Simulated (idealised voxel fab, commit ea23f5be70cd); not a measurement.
Process module heading - voxel capacitor over wiring
Square cells of 5 nm make up the cross-section cut, whose width is 275 nm.
If you're reading a cross-section in this doc, picture square cells in a grid; it comes to you as bands, top ones listed first down to the bottom, and a band can be one or more rows of cells. A band entry consists of two parts. The first gives the height of the band's top and the height of its bottom, in nm. The rest lists the band's materials from left to right, each with its width in nm. A single material labelled with the word "everywhere" fills the band from edge to edge, and the word "blank" marks empty space. Beneath 0, the wafer as received is one material, and that level is where height counting begins. The lowest band goes on downward without a bottom; it is written like "0 nm and below". Quick explanation for "30..40": the width changes in equal steps down the rows of cells, from the first number in the band's top row to the second number in its bottom row. Where a step carries "all unchanged", the cross-section came out of it unchanged, cell for cell. The list in "Closed void catalog" covers empty spaces of 8 cells or more that cannot reach the top through any open way, and it gives each as width x height at distance; the distance is from the left edge, and width, height and distance are in nm. Note: text after step settings on the step line = simulator remark on that step. "overlay nm" on a masked step: distance the mask lay right of its planned place, negative for left.
Process steps (planned)
| 1 | RECEIVE with material Si |
| 2 | CONFORMAL_DEP with material SiO2, thk nm 10 |
| 3 | DIRECTIONAL_DEP with material TiN, thk nm 5 |
| 4 | DIRECTIONAL_DEP with material Ru, thk nm 20 |
| 5 | PATTERN with tone cover, mask id METAL_1, material resist, width nm 20, pitch nm 75, thk nm 20, overlay nm 0 |
| 6 | DIRECTIONAL_ETCH with etch materials Ru, depth nm 20 |
| 7 | DIRECTIONAL_ETCH with etch materials TiN, depth nm 5 |
| 8 | STRIP with etch materials resist |
| 9 | CONFORMAL_DEP with material SiN, thk nm 5 |
| 10 | FILL_DEP with material SiO2, thk nm 5 |
| 11 | CMP with height nm 35 |
| 12 | CONFORMAL_DEP with material SiCN, thk nm 5 |
| 13 | DIRECTIONAL_DEP with material SiO2, thk nm 15 |
| 14 | DIRECTIONAL_DEP with material aC, thk nm 15 |
| 15 | PATTERN with tone open, mask id PLUG_1, material resist, width nm 15, thk nm 30, overlay nm 0 |
| 16 | DIRECTIONAL_ETCH with etch materials aC, depth nm 15 |
| 17 | STRIP with etch materials resist |
| 18 | DIRECTIONAL_ETCH with etch materials SiO2, depth nm 15 |
| 19 | DIRECTIONAL_ETCH with etch materials SiCN, depth nm 5 |
| 20 | STRIP with etch materials aC |
| 21 | CONFORMAL_DEP with material TiN, thk nm 5 |
| 22 | FILL_DEP with material Ru, thk nm 5 |
| 23 | CMP with height nm 55 |
| 24 | DIRECTIONAL_DEP with material TiN, thk nm 5 |
| 25 | DIRECTIONAL_DEP with material Al2O3, thk nm 5 |
| 26 | DIRECTIONAL_DEP with material TiN, thk nm 5 |
| 27 | MASKED_ETCH with tone cover, mask id UPPER_PLATE, width nm 60, etch materials TiN, depth nm 5, overlay nm 0 |
| 28 | MASKED_ETCH with tone cover, mask id UPPER_PLATE, width nm 60, etch materials Al2O3, depth nm 5, overlay nm 0 |
| 29 | PATTERN with tone cover, mask id LOWER_PLATE, material resist, width nm 70, thk nm 15, overlay nm 0 |
| 30 | DIRECTIONAL_ETCH with etch materials TiN, depth nm 5 |
| 31 | STRIP with etch materials resist |
| 32 | FILL_DEP with material SiO2, thk nm 15 |
| 33 | CMP with height nm 80 |
| 34 | PATTERN with tone open, mask id PLUG_2, material resist, width nm 15, thk nm 20, overlay nm 0 |
| 35 | DIRECTIONAL_ETCH with etch materials SiO2, depth nm 10 |
| 36 | STRIP with etch materials resist |
| 37 | CONFORMAL_DEP with material TiN, thk nm 5 |
| 38 | FILL_DEP with material Ru, thk nm 5 |
| 39 | CMP with height nm 80 |
| 40 | CONFORMAL_DEP with material SiCN, thk nm 5 |
Wafers differ in width nm at step 15; plan lists the first wafer's value; identical starting state.
Received condition of the first of several wafers, sectioned: post-step 1
	0 nm and below = Si everywhere
	Closed void catalog: none
Every row in this table is a wafer at the end of the module, and it gives, for each of the materials, the cells that wafer has gained (+) or lost (-) since it was received, then its closed voids
width nm 15; +12 Al2O3; +36 Ru; +107 SiCN; +63 SiN; +669 SiO2; +48 TiN; Closed void catalog: none
width nm 20; +12 Al2O3; +39 Ru; +106 SiCN; +63 SiN; +666 SiO2; +49 TiN; Closed void catalog: none
width nm 25; +12 Al2O3; +42 Ru; +105 SiCN; +63 SiN; +663 SiO2; +50 TiN; Closed void catalog: none
width nm 30; +12 Al2O3; +45 Ru; +104 SiCN; +63 SiN; +660 SiO2; +51 TiN; Closed void catalog: none
